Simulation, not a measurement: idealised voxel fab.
process module | voxel spacer lines
cross-section cut | 225 nm wide | cells 5 nm
A cross-section is a grid of square cells, given in bands from the top down. A band is one or more rows of cells.
Each band's line starts with the height of the band's top and of its bottom, in nm. Then come its materials from left to right, each with its width in nm. One material with "throughout" fills the band from edge to edge. "air" is empty space.
Height 0 is the level under which the wafer as received is all one material. The lowest band goes on downwards, as in "0 down".
A width such as "30 to 40" changes by the same amount from each row of cells to the next, from the band's top row to its bottom row.
"no change" after a step means that no cell of the cross-section changed.
closed voids: empty space of 8 cells or more with no open way to the top, each as width x height at its distance from the left edge, in nm
after a step's settings: what the simulator itself notes on the step
overlay nm, on a step with a mask: how far to the right of its planned place the mask lay; to the left if negative
plan
1 op RECEIVE | material Si
2 op CONFORMAL_DEP | material Al2O3 | thk nm 10
3 op DIRECTIONAL_DEP | material TiN | thk nm 10
4 op DIRECTIONAL_DEP | material polySi | thk nm 30
5 op PATTERN | tone cover | mask id MANDREL | material resist | width nm 25 | pitch nm 70 | thk nm 40 | overlay nm -15
6 op DIRECTIONAL_ETCH | etch materials polySi | depth nm 30
7 op STRIP | etch materials resist
8 op CONFORMAL_DEP | material SiO2 | thk nm 10
9 op DIRECTIONAL_ETCH | etch materials SiO2 | depth nm 10
10 op STRIP | etch materials polySi
11 op DIRECTIONAL_ETCH | etch materials TiN | depth nm 10
12 op STRIP | etch materials SiO2
varied across the wafers: overlay nm of step 5. The plan shows the first wafer's value. All wafers start alike
first wafer as received, after step 1
  0 down: Si throughout
  closed voids: none
first wafer at the end, after step 12
  20 to 10: air 5 | TiN 10 | air 25 | TiN 10 | air 25 | TiN 10 | air 25 | TiN 10 | air 25 | TiN 10 | air 25 | TiN 10 | air 35
  10 to 0: Al2O3 throughout
  0 down: Si throughout
  closed voids: none
last wafer at the end
  20 to 10: air 35 | TiN 10 | air 25 | TiN 10 | air 25 | TiN 10 | air 25 | TiN 10 | air 25 | TiN 10 | air 25 | TiN 10 | air 5
  10 to 0: Al2O3 throughout
  0 down: Si throughout
  closed voids: none
each wafer at the end: cells of each material gained (+) or lost (-) since it was received, then its closed voids
overlay nm -15 | +90 Al2O3 | +24 TiN | closed voids: none
overlay nm -10 | +90 Al2O3 | +24 TiN | closed voids: none
overlay nm -5 | +90 Al2O3 | +24 TiN | closed voids: none
overlay nm 0 | +90 Al2O3 | +24 TiN | closed voids: none
overlay nm 5 | +90 Al2O3 | +24 TiN | closed voids: none
overlay nm 10 | +90 Al2O3 | +24 TiN | closed voids: none
overlay nm 15 | +90 Al2O3 | +24 TiN | closed voids: none
